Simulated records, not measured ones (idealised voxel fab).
Documented hereafter: the process module known as voxel ribs on slabs.
Cross-sectional view cut (width: 165 nm; square cell size: 5 nm).
A cross-section is written here as square cells arranged in a grid, and it is given in bands from the top down, each band taking up one or more rows of cells. First you get the band's top height and its bottom height, in nm, and then the materials it's made of, left to right, with each width in nm. If you see a single material with "full width", that one covers the band edge to edge. "air" is empty space. Measure heights from 0. That's the level where, below it, the as-received wafer is all one material. The lowest band is bottomless and extends downward; write it as in "0 -> down". A width such as "30..40" changes by the same amount from each row of cells to the next, from the band's top row to its bottom row. The cross-section has no changed cell in any step marked "changes: none". Heads up: "Enclosed void catalog" only lists the empty pockets with no open path to the top that are 8 cells or more, and it writes them as width x height at distance, distance from the left edge, in nm. On each step's line, the part that comes after the settings is the simulator's own comment on the step. overlay nm: on a step with a mask, how far right of its planned place the mask lay; negative means left.
### Planned step list for the process
1. RECEIVE (material Si)
2. DIRECTIONAL_DEP (material SiO2; thk nm 30)
3. DIRECTIONAL_DEP (material SiN; thk nm 25)
4. MASKED_ETCH (tone cover; mask id RIB; width nm 25; etch materials SiN; depth nm 15; overlay nm 0)
5. DIRECTIONAL_DEP (material aC; thk nm 15)
6. PATTERN (tone cover; mask id SLAB; material resist; width nm 55; thk nm 30; overlay nm 0)
7. DIRECTIONAL_ETCH (etch materials aC; depth nm 15)
8. STRIP (etch materials resist)
9. DIRECTIONAL_ETCH (etch materials SiN; depth nm 10)
10. STRIP (etch materials aC)
11. FILL_DEP (material SiO2; thk nm 15)
12. CMP (height nm 65)
13. DIRECTIONAL_DEP (material W; thk nm 5)
14. PATTERN (tone cover; mask id HEATER; material resist; width nm 35; thk nm 20; overlay nm 0)
15. DIRECTIONAL_ETCH (etch materials W; depth nm 5)
16. STRIP (etch materials resist)
17. CONFORMAL_DEP (material SiO2; thk nm 5)
### Account of the first of two wafers, which was processed as intended
### Cross-section, incoming material, after step 1
    0 -> down: Si full width
    Enclosed void catalog: none
### Wafer after step 2 (cross-section)
    30 -> 0: SiO2 full width
    Below a height of 0, the structure has not been altered.
### Wafer after step 3 (cross-section)
    55 -> 30: SiN full width
    Below a height of 30, the structure has not been altered.
### Wafer after step 4 (cross-section)
    55 -> 40: air: 70 / SiN: 25 / air: 70
    Below a height of 40, the structure has not been altered.
### Wafer after step 5 (cross-section)
    70 -> 55: air: 70 / aC: 25 / air: 70
    55 -> 40: aC: 70 / SiN: 25 / aC: 70
    Below a height of 40, the structure has not been altered.
### Wafer after step 6 (cross-section)
    100 -> 70: air: 55 / resist: 55 / air: 55
    70 -> 55: air: 55 / resist: 15 / aC: 25 / resist: 15 / air: 55
    Below a height of 55, the structure has not been altered.
### Wafer after step 7 (cross-section)
    85 -> 70: air: 55 / resist: 55 / air: 55
    70 -> 55: air: 55 / resist: 15 / aC: 25 / resist: 15 / air: 55
    55 -> 40: air: 55 / aC: 15 / SiN: 25 / aC: 15 / air: 55
    Below a height of 40, the structure has not been altered.
### Wafer after step 8 (cross-section)
    70 -> 55: air: 70 / aC: 25 / air: 70
    Below a height of 55, the structure has not been altered.
### Wafer after step 9 (cross-section)
    70 -> 55: air: 70 / aC: 25 / air: 70
    55 -> 40: air: 55 / aC: 15 / SiN: 25 / aC: 15 / air: 55
    40 -> 30: air: 55 / SiN: 55 / air: 55
    Below a height of 30, the structure has not been altered.
### Wafer after step 10 (cross-section)
    55 -> 40: air: 70 / SiN: 25 / air: 70
    Below a height of 40, the structure has not been altered.
### Wafer after step 11 (cross-section)
    70 -> 55: SiO2 full width
    55 -> 40: SiO2: 70 / SiN: 25 / SiO2: 70
    40 -> 30: SiO2: 55 / SiN: 55 / SiO2: 55
    Below a height of 30, the structure has not been altered.
### Wafer after step 12 (cross-section)
    65 -> 55: SiO2 full width
    Below a height of 55, the structure has not been altered.
### Wafer after step 13 (cross-section)
    70 -> 65: W full width
    Below a height of 65, the structure has not been altered.
### Wafer after step 14 (cross-section)
    90 -> 70: air: 65 / resist: 35 / air: 65
    Below a height of 70, the structure has not been altered.
### Wafer after step 15 (cross-section)
    90 -> 70: air: 65 / resist: 35 / air: 65
    70 -> 65: air: 65 / W: 35 / air: 65
    Below a height of 65, the structure has not been altered.
### Wafer after step 16 (cross-section)
    70 -> 65: air: 65 / W: 35 / air: 65
    Below a height of 65, the structure has not been altered.
### Wafer after step 17 (cross-section)
    75 -> 70: air: 60 / SiO2: 45 / air: 60
    70 -> 65: SiO2: 65 / W: 35 / SiO2: 65
    Below a height of 65, the structure has not been altered.
### Wafer two of two - same starting point, same process plan, one mistake in execution; matches wafer one up to and including step 2
### Second wafer shown in cross-section at the time step 3 was slated to end
    80 -> 30: SiN full width
    Below a height of 30, the structure has not been altered.
### Second wafer shown in cross-section at the time step 4 was slated to end
    80 -> 65: air: 70 / SiN: 25 / air: 70
    Below a height of 65, the structure has not been altered.
### Second wafer shown in cross-section at the time step 5 was slated to end
    95 -> 80: air: 70 / aC: 25 / air: 70
    80 -> 65: aC: 70 / SiN: 25 / aC: 70
    Below a height of 65, the structure has not been altered.
### Second wafer shown in cross-section at the time step 6 was slated to end
    125 -> 95: air: 55 / resist: 55 / air: 55
    95 -> 80: air: 55 / resist: 15 / aC: 25 / resist: 15 / air: 55
    Below a height of 80, the structure has not been altered.
### Second wafer shown in cross-section at the time step 7 was slated to end
    110 -> 95: air: 55 / resist: 55 / air: 55
    95 -> 80: air: 55 / resist: 15 / aC: 25 / resist: 15 / air: 55
    80 -> 65: air: 55 / aC: 15 / SiN: 25 / aC: 15 / air: 55
    Below a height of 65, the structure has not been altered.
### Second wafer shown in cross-section at the time step 8 was slated to end
    95 -> 80: air: 70 / aC: 25 / air: 70
    Below a height of 80, the structure has not been altered.
### Second wafer shown in cross-section at the time step 9 was slated to end
    95 -> 80: air: 70 / aC: 25 / air: 70
    80 -> 65: air: 55 / aC: 15 / SiN: 25 / aC: 15 / air: 55
    65 -> 55: air: 55 / SiN: 55 / air: 55
    Below a height of 55, the structure has not been altered.
### Second wafer shown in cross-section at the time step 10 was slated to end
    80 -> 65: air: 70 / SiN: 25 / air: 70
    Below a height of 65, the structure has not been altered.
### Second wafer shown in cross-section at the time step 11 was slated to end
    95 -> 80: SiO2 full width
    80 -> 65: SiO2: 70 / SiN: 25 / SiO2: 70
    65 -> 55: SiO2: 55 / SiN: 55 / SiO2: 55
    Below a height of 55, the structure has not been altered.
### Second wafer shown in cross-section at the time step 12 was slated to end
    65 -> 55: SiO2: 55 / SiN: 55 / SiO2: 55
    Below a height of 55, the structure has not been altered.
### Second wafer shown in cross-section at the time step 13 was slated to end
    70 -> 65: W full width
    Below a height of 65, the structure has not been altered.
### Second wafer shown in cross-section at the time step 14 was slated to end
    90 -> 70: air: 65 / resist: 35 / air: 65
    Below a height of 70, the structure has not been altered.
### Second wafer shown in cross-section at the time step 15 was slated to end
    90 -> 70: air: 65 / resist: 35 / air: 65
    70 -> 65: air: 65 / W: 35 / air: 65
    Below a height of 65, the structure has not been altered.
### Second wafer shown in cross-section at the time step 16 was slated to end
    70 -> 65: air: 65 / W: 35 / air: 65
    Below a height of 65, the structure has not been altered.
### Second wafer shown in cross-section at the time step 17 was slated to end
    75 -> 70: air: 60 / SiO2: 45 / air: 60
    70 -> 65: SiO2: 65 / W: 35 / SiO2: 65
    Below a height of 65, the structure has not been altered.
So what did we get wrong on this run? execution of plan step 3 occurred twice
Final tally in cells, some materials are higher or lower on the second wafer than on the first: SiN +150 | SiO2 -150
